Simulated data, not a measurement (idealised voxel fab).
process module | voxel transistor to metal
cross-section cut | 175 nm wide | cells 5 nm
A cross-section is a grid of square cells, given in bands from the top down. A band is one or more rows of cells.
Each band's line starts with the height of the band's top and of its bottom, in nm. Then come its materials from left to right, each with its width in nm. One material with "throughout" fills the band from edge to edge. "air" is empty space.
Height 0 is the level under which the wafer as received is all one material. The lowest band goes on downwards, as in "0 down".
A width such as "30 to 40" changes by the same amount from each row of cells to the next, from the band's top row to its bottom row.
"no change" after a step means that no cell of the cross-section changed.
closed voids: empty space of 8 cells or more with no open way to the top, each as width x height at its distance from the left edge, in nm
after a step's settings: what the simulator itself notes on the step
overlay nm, on a step with a mask: how far to the right of its planned place the mask lay; to the left if negative
plan
1 op RECEIVE | material Si
2 op OXIDIZE | depth nm 5
3 op CONFORMAL_DEP | material SiN | thk nm 10
4 op DIRECTIONAL_DEP | material aC | thk nm 10
5 op PATTERN | tone cover | mask id ACTIVE | material resist | width nm 105 | thk nm 30 | overlay nm 0
6 op DIRECTIONAL_ETCH | etch materials aC | depth nm 10
7 op STRIP | etch materials resist
8 op DIRECTIONAL_ETCH | etch materials SiN | depth nm 10
9 op DIRECTIONAL_ETCH | etch materials SiO2 | depth nm 5
10 op DIRECTIONAL_ETCH | etch materials Si | depth nm 25
11 op STRIP | etch materials aC
12 op FILL_DEP | material SiO2 | thk nm 15
13 op CMP | height nm 10
14 op SELECTIVE_ETCH | etch materials SiO2 | depth nm 5
15 op STRIP | etch materials SiN
16 op SELECTIVE_ETCH | etch materials SiO2 | depth nm 5
17 op OXIDIZE | depth nm 5
18 op DIRECTIONAL_DEP | material polySi | thk nm 30
19 op DIRECTIONAL_DEP | material SiCN | thk nm 15
20 op PATTERN | tone cover | mask id GATE | material resist | width nm 15 | thk nm 20 | overlay nm 0
21 op DIRECTIONAL_ETCH | etch materials SiCN | depth nm 25
22 op DIRECTIONAL_ETCH | etch materials polySi | depth nm 40
23 op STRIP | etch materials resist
24 op CONFORMAL_DEP | material SiO2 | thk nm 5
25 op DIRECTIONAL_ETCH | etch materials SiO2 | depth nm 5
26 op CONFORMAL_DEP | material SiN | thk nm 10
27 op DIRECTIONAL_ETCH | etch materials SiN | depth nm 10
28 op DIRECTIONAL_ETCH | etch materials SiO2 | depth nm 5
29 op DIRECTIONAL_ETCH | etch materials Si | depth nm 15
30 op EPI | material pSi | thk nm 20
31 op FILL_DEP | material SiO2 | thk nm 5
32 op CMP | height nm 40
33 op DIRECTIONAL_DEP | material SiO2 | thk nm 15
34 op PATTERN | tone open | mask id CONTACT | material resist | width nm 20 | pitch nm 65 | thk nm 20 | overlay nm 0
35 op DIRECTIONAL_ETCH | etch materials SiO2 | depth nm 45
36 op STRIP | etch materials resist
37 op CONFORMAL_DEP | material TiN | thk nm 5
38 op FILL_DEP | material Ru | thk nm 5
39 op CMP | height nm 55
40 op DIRECTIONAL_DEP | material TiN | thk nm 5
41 op DIRECTIONAL_DEP | material Ru | thk nm 25
42 op PATTERN | tone cover | mask id METAL_1 | material resist | width nm 20 | pitch nm 65 | thk nm 20 | overlay nm 0
43 op DIRECTIONAL_ETCH | etch materials Ru | depth nm 25
44 op DIRECTIONAL_ETCH | etch materials TiN | depth nm 5
45 op STRIP | etch materials resist
46 op FILL_DEP | material SiO2 | thk nm 5
47 op CMP | height nm 85
48 op CONFORMAL_DEP | material SiN | thk nm 5
as received, after step 1
  0 down: Si throughout
  closed voids: none
first wafer at the end, as planned
  90 to 85: SiN throughout
  85 to 60: SiO2 45 | Ru 20 | SiO2 45 | Ru 20 | SiO2 45
  60 to 55: SiO2 45 | TiN 20 | SiO2 45 | TiN 20 | SiO2 45
  55 to 40: SiO2 45 | TiN 5 | Ru 10 | TiN 5 | SiO2 45 | TiN 5 | Ru 10 | TiN 5 | SiO2 45
  40 to 25: SiO2 45 | TiN 5 | Ru 10 | TiN 5 | SiN 10 | SiO2 5 | SiCN 15 | SiO2 5 | SiN 10 | TiN 5 | Ru 10 | TiN 5 | SiO2 45
  25 to 15: SiO2 45 | TiN 5 | Ru 10 | TiN 5 | SiN 10 | SiO2 5 | polySi 15 | SiO2 5 | SiN 10 | TiN 5 | Ru 10 | TiN 5 | SiO2 45
  15 to 10: SiO2 45 | TiN 20 | SiN 10 | SiO2 5 | polySi 15 | SiO2 5 | SiN 10 | TiN 20 | SiO2 45
  10 to 0: SiO2 35 | pSi 30 | SiN 10 | SiO2 5 | polySi 15 | SiO2 5 | SiN 10 | pSi 30 | SiO2 35
  0 to -5: SiO2 35 | SiN 10 | pSi 20 | SiN 10 | SiO2 5 | polySi 15 | SiO2 5 | SiN 10 | pSi 20 | SiN 10 | SiO2 35
  -5 to -10: SiO2 45 | pSi 20 | SiO2 45 | pSi 20 | SiO2 45
  -10 to -25: SiO2 35 | Si 10 | pSi 20 | Si 45 | pSi 20 | Si 10 | SiO2 35
  -25 to -30: SiO2 35 | Si 105 | SiO2 35
  -30 down: Si throughout
  closed voids: none
second wafer at the end: like start, like plan, one mistake
  90 to 85: SiN throughout
  85 to 60: SiO2 45 | Ru 20 | SiO2 45 | Ru 20 | SiO2 45
  60 to 55: SiO2 45 | TiN 20 | SiO2 45 | TiN 20 | SiO2 45
  55 to 40: SiO2 50 | TiN 5 | Ru 5 | TiN 5 | SiO2 50 | TiN 5 | Ru 5 | TiN 5 | SiO2 45
  40 to 25: SiO2 50 | TiN 5 | Ru 5 | TiN 5 | SiN 10 | SiO2 5 | SiCN 15 | SiO2 5 | SiN 10 | SiO2 5 | TiN 5 | Ru 5 | TiN 5 | SiO2 45
  25 to 15: SiO2 50 | TiN 5 | Ru 5 | TiN 5 | SiN 10 | SiO2 5 | polySi 15 | SiO2 5 | SiN 10 | SiO2 5 | TiN 5 | Ru 5 | TiN 5 | SiO2 45
  15 to 10: SiO2 50 | TiN 15 | SiN 10 | SiO2 5 | polySi 15 | SiO2 5 | SiN 10 | SiO2 5 | TiN 15 | SiO2 45
  10 to 0: SiO2 35 | pSi 30 | SiN 10 | SiO2 5 | polySi 15 | SiO2 5 | SiN 10 | pSi 30 | SiO2 35
  0 to -5: SiO2 35 | SiN 10 | pSi 20 | SiN 10 | SiO2 5 | polySi 15 | SiO2 5 | SiN 10 | pSi 20 | SiN 10 | SiO2 35
  -5 to -10: SiO2 45 | pSi 20 | SiO2 45 | pSi 20 | SiO2 45
  -10 to -25: SiO2 35 | Si 10 | pSi 20 | Si 45 | pSi 20 | Si 10 | SiO2 35
  -25 to -30: SiO2 35 | Si 105 | SiO2 35
  -30 down: Si throughout
  closed voids: none
what went wrong: step 34 ran as: op PATTERN | tone open | mask id CONTACT | material resist | width nm 15 | pitch nm 65 | thk nm 20 | overlay nm 0
at the end the second wafer has, in cells: 16 fewer of Ru | 18 more of SiO2 | 2 fewer of TiN
